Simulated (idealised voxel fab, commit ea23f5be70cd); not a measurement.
A process module follows: voxel self aligned contacts.
The width of the displayed cross-section, cut, is 290 nm; its cells are square, with a size of 5 nm.
A cross-section is a grid of square cells, given in bands from the top down. A band is one or more rows of cells. Quick guide to a band line: top height, bottom height (nm) up front; then every material left to right with its width in nm. Only one material and it's marked "throughout"? Then it fills the band edge to edge. And "empty" just means empty space. We count height from 0. Below that, the starting wafer is all one material. The lowest band never ends at the bottom but goes on down; see "0 down" for how that is written. Width: "30 to 40" (first number = top row, second number = bottom row, same change from row to row of cells). The cross-section has no changed cell in any step marked "no alteration". In the "Sealed void listing" entry, you get each enclosed empty space of 8 cells or more, one with no open way to the top, written width x height at distance, distance from the left edge, in nm. Note: text after step settings on the step line = simulator remark on that step. The line of a step may include "overlay nm". On a step with a mask, this value is how far to the right of its planned place the mask lay. A negative value means the mask lay to the left.

Set out below are the planned steps of the process:
- 1: RECEIVE with material Si
- 2: CONFORMAL_DEP with material SiO2, thk nm 5
- 3: DIRECTIONAL_DEP with material polySi, thk nm 20
- 4: DIRECTIONAL_DEP with material SiN, thk nm 25
- 5: DIRECTIONAL_DEP with material aC, thk nm 15
- 6: PATTERN with tone cover, mask id GATE, material resist, width nm 30, pitch nm 65, thk nm 35, overlay nm 0
- 7: DIRECTIONAL_ETCH with etch materials aC, depth nm 15
- 8: STRIP with etch materials resist
- 9: DIRECTIONAL_ETCH with etch materials SiN, depth nm 25
- 10: DIRECTIONAL_ETCH with etch materials polySi, depth nm 20
- 11: STRIP with etch materials aC
- 12: CONFORMAL_DEP with material SiN, thk nm 10
- 13: DIRECTIONAL_ETCH with etch materials SiN, depth nm 10
- 14: FILL_DEP with material SiO2, thk nm 15
- 15: CMP with height nm 60
- 16: DIRECTIONAL_DEP with material aC, thk nm 10
- 17: PATTERN with tone open, mask id CONTACT, material resist, width nm 35, pitch nm 65, thk nm 25, overlay nm 0
- 18: DIRECTIONAL_ETCH with etch materials aC, depth nm 10
- 19: STRIP with etch materials resist
- 20: DIRECTIONAL_ETCH with etch materials SiO2, depth nm 60
- 21: STRIP with etch materials aC
- 22: CONFORMAL_DEP with material TiN, thk nm 5
- 23: FILL_DEP with material Ru, thk nm 10
- 24: CMP with height nm 60
- 25: CONFORMAL_DEP with material SiN, thk nm 5
The wafers are alike at the start. At step 17, their width nm differs. The plan lists the first wafer's value.

The as-received cross-section of the first of several wafers corresponds to the state after step 1:
	0 down: Si throughout
	Sealed void listing: none

Post step 25, the closing step of the module: first of several wafers, cross-sectioned:
	65 to 60: SiN throughout
	60 to 50: 95 of SiO2 / 5 to 15 of TiN / 25 to 5 of Ru / 5 to 15 of TiN / 30 of SiO2 / 5 to 15 of TiN / 25 to 5 of Ru / 5 to 15 of TiN / 95 of SiO2
	50 to 25: 55 of SiO2 / 50 of SiN / 5 of TiN / 5 of Ru / 5 of TiN / 50 of SiN / 5 of TiN / 5 of Ru / 5 of TiN / 50 of SiN / 55 of SiO2
	25 to 5: 55 of SiO2 / 10 of SiN / 30 of polySi / 10 of SiN / 5 of TiN / 5 of Ru / 5 of TiN / 10 of SiN / 30 of polySi / 10 of SiN / 5 of TiN / 5 of Ru / 5 of TiN / 10 of SiN / 30 of polySi / 10 of SiN / 55 of SiO2
	5 to 0: 105 of SiO2 / 15 of TiN / 50 of SiO2 / 15 of TiN / 105 of SiO2
	0 down: Si throughout
	Sealed void listing: none

The last wafer as seen in cross-section at the end of the module:
	65 to 60: SiN throughout
	60 to 50: 90 of SiO2 / 5 to 20 of TiN / 40 to 5 of Ru / 5 to 25 of TiN / 15 of SiO2 / 5 to 20 of TiN / 40 to 5 of Ru / 5 to 25 of TiN / 85 of SiO2
	50 to 25: 55 of SiO2 / 50 of SiN / 5 of TiN / 5 of Ru / 5 of TiN / 50 of SiN / 5 of TiN / 5 of Ru / 5 of TiN / 50 of SiN / 55 of SiO2
	25 to 5: 55 of SiO2 / 10 of SiN / 30 of polySi / 10 of SiN / 5 of TiN / 5 of Ru / 5 of TiN / 10 of SiN / 30 of polySi / 10 of SiN / 5 of TiN / 5 of Ru / 5 of TiN / 10 of SiN / 30 of polySi / 10 of SiN / 55 of SiO2
	5 to 0: 105 of SiO2 / 15 of TiN / 50 of SiO2 / 15 of TiN / 105 of SiO2
	0 down: Si throughout
	Sealed void listing: none

Tabulated below, wafer by wafer, are the end-of-module results: for each material, the number of cells gained (+) or lost (-) relative to the as-received state, followed by the closed voids:
width nm 35, +30 Ru, +256 SiN, +338 SiO2, +58 TiN, +72 polySi, Sealed void listing: none
width nm 40, +32 Ru, +256 SiN, +334 SiO2, +60 TiN, +72 polySi, Sealed void listing: none
width nm 45, +34 Ru, +256 SiN, +330 SiO2, +62 TiN, +72 polySi, Sealed void listing: none
width nm 50, +36 Ru, +256 SiN, +326 SiO2, +64 TiN, +72 polySi, Sealed void listing: none
